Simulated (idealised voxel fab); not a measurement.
Documented hereafter: the process module known as voxel wiring stack.
Cross-section cut: width 235 nm, square cells of 5 nm.
Cross-section spec: square-cell grid; bands listed top down; each band is one or more rows. Look at the band entry: it leads with the top's height and the bottom's height in nm. Then it lists the materials left to right, with a width in nm for each. The word "all across" on a single material says that material fills the band edge to edge. The word "air" is empty space. Height 0 is the level under which the wafer as received is all one material. The lowest band goes on downwards, as in "from 0 down". When a width is written as two numbers, as in "30->40", the first number is the width in the top row of cells of the band and the second is the width in its bottom row, and the width changes by the same amount from each row to the next. Where the words "no change" appear for a step, the cross-section shows no cell changed by that step; every cell remained as before. This entry, "Enclosed cavity list", enumerates those empty regions of no fewer than 8 cells that possess no open connection to the top. Each region is reported in the form width x height at distance, the distance being taken from the left edge, with all three quantities expressed in nm. Step line, after settings: the simulator's comment on this step. overlay nm, on a step with a mask: how far to the right of its planned place the mask lay; to the left if negative.
THE PROCESS STEPS THAT WERE PLANNED ARE LISTED BELOW
1. op RECEIVE | material Si
2. op CONFORMAL_DEP | material SiO2 | thk nm 10
3. op DIRECTIONAL_DEP | material TiN | thk nm 5
4. op DIRECTIONAL_DEP | material W | thk nm 20
5. op PATTERN | tone cover | mask id METAL_1 | material resist | width nm 30 | pitch nm 45 | thk nm 20 | overlay nm 0
6. op DIRECTIONAL_ETCH | etch materials W | depth nm 20
7. op DIRECTIONAL_ETCH | etch materials TiN | depth nm 5
8. op STRIP | etch materials resist
9. op FILL_DEP | material lowk | thk nm 5
10. op CMP | height nm 35
11. op CONFORMAL_DEP | material SiCN | thk nm 5
12. op DIRECTIONAL_DEP | material SiO2 | thk nm 20
13. op DIRECTIONAL_DEP | material aC | thk nm 15
14. op PATTERN | tone open | mask id PLUG_1 | material resist | width nm 15 | pitch nm 45 | thk nm 35 | overlay nm 0
15. op DIRECTIONAL_ETCH | etch materials aC | depth nm 15
16. op STRIP | etch materials resist
17. op DIRECTIONAL_ETCH | etch materials SiO2 | depth nm 20
18. op DIRECTIONAL_ETCH | etch materials SiCN | depth nm 5
19. op STRIP | etch materials aC
20. op CONFORMAL_DEP | material TiN | thk nm 5
21. op FILL_DEP | material W | thk nm 10
22. op CMP | height nm 60
23. op CONFORMAL_DEP | material SiCN | thk nm 5
24. op DIRECTIONAL_DEP | material lowk | thk nm 20
25. op PATTERN | tone open | mask id METAL_2 | material resist | width nm 30 | pitch nm 45 | thk nm 15 | overlay nm 0
26. op DIRECTIONAL_ETCH | etch materials lowk | depth nm 20
27. op DIRECTIONAL_ETCH | etch materials SiCN | depth nm 5
28. op STRIP | etch materials resist
29. op CONFORMAL_DEP | material TiN | thk nm 5
30. op FILL_DEP | material Cu | thk nm 5
31. op CMP | height nm 85
32. op CONFORMAL_DEP | material SiCN | thk nm 5
33. op DIRECTIONAL_DEP | material SiO2 | thk nm 30
34. op PATTERN | tone open | mask id METAL_3 | material resist | width nm 30 | pitch nm 45 | thk nm 15 | overlay nm 0
35. op DIRECTIONAL_ETCH | etch materials SiO2 | depth nm 20
36. op STRIP | etch materials resist
37. op PATTERN | tone open | mask id METAL_3_HOLES | material resist | width nm 15 | pitch nm 90 | thk nm 20 | overlay nm 0
38. op DIRECTIONAL_ETCH | etch materials SiO2 | depth nm 10
39. op DIRECTIONAL_ETCH | etch materials SiCN | depth nm 5
40. op STRIP | etch materials resist
41. op CONFORMAL_DEP | material TiN | thk nm 5
42. op FILL_DEP | material Cu | thk nm 5
43. op CMP | height nm 120
44. op CONFORMAL_DEP | material SiCN | thk nm 5
45. op DIRECTIONAL_DEP | material lowk | thk nm 30
46. op PATTERN | tone open | mask id METAL_4 | material resist | width nm 30 | pitch nm 45 | thk nm 20 | overlay nm 0
47. op DIRECTIONAL_ETCH | etch materials lowk | depth nm 15
48. op STRIP | etch materials resist
49. op MASKED_ETCH | tone open | mask id METAL_4_HOLES | width nm 15 | pitch nm 45 | etch materials lowk | depth nm 15 | overlay nm 0
50. op MASKED_ETCH | tone open | mask id METAL_4_HOLES | width nm 15 | pitch nm 45 | etch materials SiCN | depth nm 5 | overlay nm 0
51. op CONFORMAL_DEP | material TiN | thk nm 5
52. op FILL_DEP | material Cu | thk nm 10
53. op CMP | height nm 155
54. op CONFORMAL_DEP | material SiN | thk nm 5
RECEIVED-STATE CROSS-SECTION, REFLECTING COMPLETION OF STEP 1
from 0 down | Si all across
Enclosed cavity list: none
AS-PLANNED RUN: CROSS-SECTION OF THE FIRST OF TWO WAFERS AT END OF MODULE
from 160 to 155 | SiN all across
from 155 to 145 | lowk (55), then TiN (5), then Cu (20), then TiN (5), then lowk (15), then TiN (5), then Cu (20), then TiN (5), then lowk (15), then TiN (5), then Cu (20), then TiN (5), then lowk (60)
from 145 to 140 | lowk (55), then TiN (5), then Cu (5), then TiN (20), then lowk (15), then TiN (5), then Cu (5), then TiN (20), then lowk (15), then TiN (5), then Cu (5), then TiN (20), then lowk (60)
from 140 to 125 | lowk (55), then TiN (5), then Cu (5), then TiN (5), then lowk (30), then TiN (5), then Cu (5), then TiN (5), then lowk (30), then TiN (5), then Cu (5), then TiN (5), then lowk (75)
from 125 to 120 | SiCN (55), then TiN (15), then SiCN (30), then TiN (15), then SiCN (30), then TiN (15), then SiCN (75)
from 120 to 105 | SiO2 (55), then TiN (5), then Cu (20), then TiN (5), then SiO2 (15), then TiN (5), then Cu (20), then TiN (5), then SiO2 (15), then TiN (5), then Cu (20), then TiN (5), then SiO2 (60)
from 105 to 100 | SiO2 (55), then TiN (5), then Cu (5), then TiN (20), then SiO2 (15), then TiN (30), then SiO2 (15), then TiN (5), then Cu (5), then TiN (20), then SiO2 (60)
from 100 to 90 | SiO2 (55), then TiN (5), then Cu (5), then TiN (5), then SiO2 (75), then TiN (5), then Cu (5), then TiN (5), then SiO2 (75)
from 90 to 85 | SiCN (55), then TiN (15), then SiCN (75), then TiN (15), then SiCN (75)
from 85 to 65 | lowk (55), then TiN (5), then Cu (20), then TiN (5), then lowk (15), then TiN (5), then Cu (20), then TiN (5), then lowk (15), then TiN (5), then Cu (20), then TiN (5), then lowk (60)
from 65 to 60 | SiCN (55), then TiN (30), then SiCN (15), then TiN (30), then SiCN (15), then TiN (30), then SiCN (60)
from 60 to 40 | SiO2 (55), then TiN (5), then W (5), then TiN (5), then SiO2 (30), then TiN (5), then W (5), then TiN (5), then SiO2 (30), then TiN (5), then W (5), then TiN (5), then SiO2 (75)
from 40 to 35 | SiCN (55), then TiN (15), then SiCN (30), then TiN (15), then SiCN (30), then TiN (15), then SiCN (75)
from 35 to 15 | lowk (55), then W (30), then lowk (15), then W (30), then lowk (15), then W (30), then lowk (60)
from 15 to 10 | lowk (55), then TiN (30), then lowk (15), then TiN (30), then lowk (15), then TiN (30), then lowk (60)
from 10 to 0 | SiO2 all across
from 0 down | Si all across
Enclosed cavity list: none
CROSS-SECTION AT END OF MODULE FOR THE SECOND WAFER OF TWO, WHICH MATCHED THE FIRST IN STARTING POINT AND PLAN AND DIFFERED BY ONE MISTAKE IN ITS PROCESSING
from 160 to 155 | SiN all across
from 155 to 145 | lowk (55), then TiN (5), then Cu (20), then TiN (5), then lowk (15), then TiN (5), then Cu (20), then TiN (5), then lowk (15), then TiN (5), then Cu (20), then TiN (5), then lowk (60)
from 145 to 140 | lowk (55), then TiN (5), then Cu (5), then TiN (20), then lowk (15), then TiN (5), then Cu (5), then TiN (20), then lowk (15), then TiN (5), then Cu (5), then TiN (20), then lowk (60)
from 140 to 125 | lowk (55), then TiN (5), then Cu (5), then TiN (5), then lowk (30), then TiN (5), then Cu (5), then TiN (5), then lowk (30), then TiN (5), then Cu (5), then TiN (5), then lowk (75)
from 125 to 120 | SiCN (55), then TiN (15), then SiCN (30), then TiN (15), then SiCN (30), then TiN (15), then SiCN (75)
from 120 to 105 | SiO2 (55), then TiN (5), then Cu (20), then TiN (5), then SiO2 (15), then TiN (5), then Cu (20), then TiN (5), then SiO2 (15), then TiN (5), then Cu (20), then TiN (5), then SiO2 (60)
from 105 to 100 | SiO2 (55), then TiN (5), then Cu (5), then TiN (20), then SiO2 (15), then TiN (30), then SiO2 (15), then TiN (5), then Cu (5), then TiN (20), then SiO2 (60)
from 100 to 90 | SiO2 (55), then TiN (5), then Cu (5), then TiN (5), then SiO2 (75), then TiN (5), then Cu (5), then TiN (5), then SiO2 (75)
from 90 to 85 | SiCN (55), then TiN (15), then SiCN (75), then TiN (15), then SiCN (75)
from 85 to 80 | Cu all across
from 80 to 75 | TiN (60), then Cu (20), then TiN (25), then Cu (20), then TiN (25), then Cu (20), then TiN (65)
from 75 to 55 | lowk (55), then TiN (5), then Cu (20), then TiN (5), then lowk (15), then TiN (5), then Cu (20), then TiN (5), then lowk (15), then TiN (5), then Cu (20), then TiN (5), then lowk (60)
from 55 to 50 | SiCN (55), then TiN (30), then SiCN (15), then TiN (30), then SiCN (15), then TiN (30), then SiCN (60)
from 50 to 40 | SiO2 (55), then TiN (5), then W (5), then TiN (5), then SiO2 (30), then TiN (5), then W (5), then TiN (5), then SiO2 (30), then TiN (5), then W (5), then TiN (5), then SiO2 (75)
from 40 to 35 | SiCN (55), then TiN (15), then SiCN (30), then TiN (15), then SiCN (30), then TiN (15), then SiCN (75)
from 35 to 15 | lowk (55), then W (30), then lowk (15), then W (30), then lowk (15), then W (30), then lowk (60)
from 15 to 10 | lowk (55), then TiN (30), then lowk (15), then TiN (30), then lowk (15), then TiN (30), then lowk (60)
from 10 to 0 | SiO2 all across
from 0 down | Si all across
Enclosed cavity list: none
Want to know what went wrong? contrary to plan, step 22 was performed as op CMP | height nm 50
Wrapping up, a cell-based count of both wafers puts the second over or under the first for these materials: Cu: 59 more | SiO2: 76 fewer | TiN: 23 more | W: 6 fewer
